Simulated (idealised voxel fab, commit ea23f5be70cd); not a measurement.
process module | voxel trench capacitor
This is section cut - it's 275 nm across, gridded in 5 nm square cells.
This document writes a cross-section as a grid whose cells are square, and gives it as bands, listed from the top down; one or more rows of cells form a band. Band: top height; bottom height; in nm. Then, left to right: material with width in nm, for each material. "full width": a single material spanning edge to edge. "air": empty space. A quick word on heights: they are counted from 0, and under that level the wafer as it came to us is one material throughout. The lowest band is different from the rest in having no bottom; it simply continues downward, written as in "top 0, no bottom". When a width is written as two numbers, as in "30->40", the first number is the width in the top row of cells of the band and the second is the width in its bottom row, and the width changes by the same amount from each row to the next. The designation "nothing different", where it is given for a processing step, indicates that no cell of the cross-section was altered in the course of that step. Heads up: "Sealed internal voids" only lists the empty pockets with no open path to the top that are 8 cells or more, and it writes them as width x height at distance, distance from the left edge, in nm. Heads up: the bit after the settings on a step's line is the simulator's remark on that step. overlay nm: right-of-plan distance of the mask on a masked step; negative values mean left-of-plan.
The planned process steps are enumerated hereunder:
| 1 | RECEIVE: material Si |
| 2 | CONFORMAL_DEP: material SiN, thk nm 10 |
| 3 | MASKED_ETCH: tone open, mask id TRENCH, width nm 30, pitch nm 60, etch materials SiN, depth nm 10, overlay nm 0 |
| 4 | MASKED_ETCH: tone open, mask id TRENCH, width nm 30, pitch nm 60, etch materials Si, depth nm 25, overlay nm 0 |
| 5 | CONFORMAL_DEP: material Al2O3, thk nm 5 |
| 6 | CONFORMAL_DEP: material TiN, thk nm 5 |
| 7 | FILL_DEP: material W, thk nm 10 |
| 8 | CMP: height nm 10 |
Cross-section of the incoming wafer, state after step 1:
* top 0, no bottom  Si full width
* Sealed internal voids: none
Final wafer profile in cross-section after the module, from the same start and plan as above, with one mistake made during processing:
* top 10, bottom 0  SiN: 30, TiN: 5, Al2O3: 5, W: 10, Al2O3: 5, TiN: 5, SiN: 30, TiN: 5, Al2O3: 5, W: 10, Al2O3: 5, TiN: 5, SiN: 30, TiN: 5, Al2O3: 5, W: 10, Al2O3: 5, TiN: 5, SiN: 30, TiN: 5, Al2O3: 5, W: 10, Al2O3: 5, TiN: 5, SiN: 35
* top 0, bottom -15  Si: 30, TiN: 5, Al2O3: 5, W: 10, Al2O3: 5, TiN: 5, Si: 30, TiN: 5, Al2O3: 5, W: 10, Al2O3: 5, TiN: 5, Si: 30, TiN: 5, Al2O3: 5, W: 10, Al2O3: 5, TiN: 5, Si: 30, TiN: 5, Al2O3: 5, W: 10, Al2O3: 5, TiN: 5, Si: 35
* top -15, bottom -20  Si: 30, TiN: 5, Al2O3: 20, TiN: 5, Si: 30, TiN: 5, Al2O3: 20, TiN: 5, Si: 30, TiN: 5, Al2O3: 20, TiN: 5, Si: 30, TiN: 5, Al2O3: 20, TiN: 5, Si: 35
* top -20, bottom -25  Si: 30, TiN: 30, Si: 30, TiN: 30, Si: 30, TiN: 30, Si: 30, TiN: 30, Si: 35
* top -25, no bottom  Si full width
* Sealed internal voids: none
Want to know what went wrong? deviation from plan: step 6 and step 5 executed in one another's positions
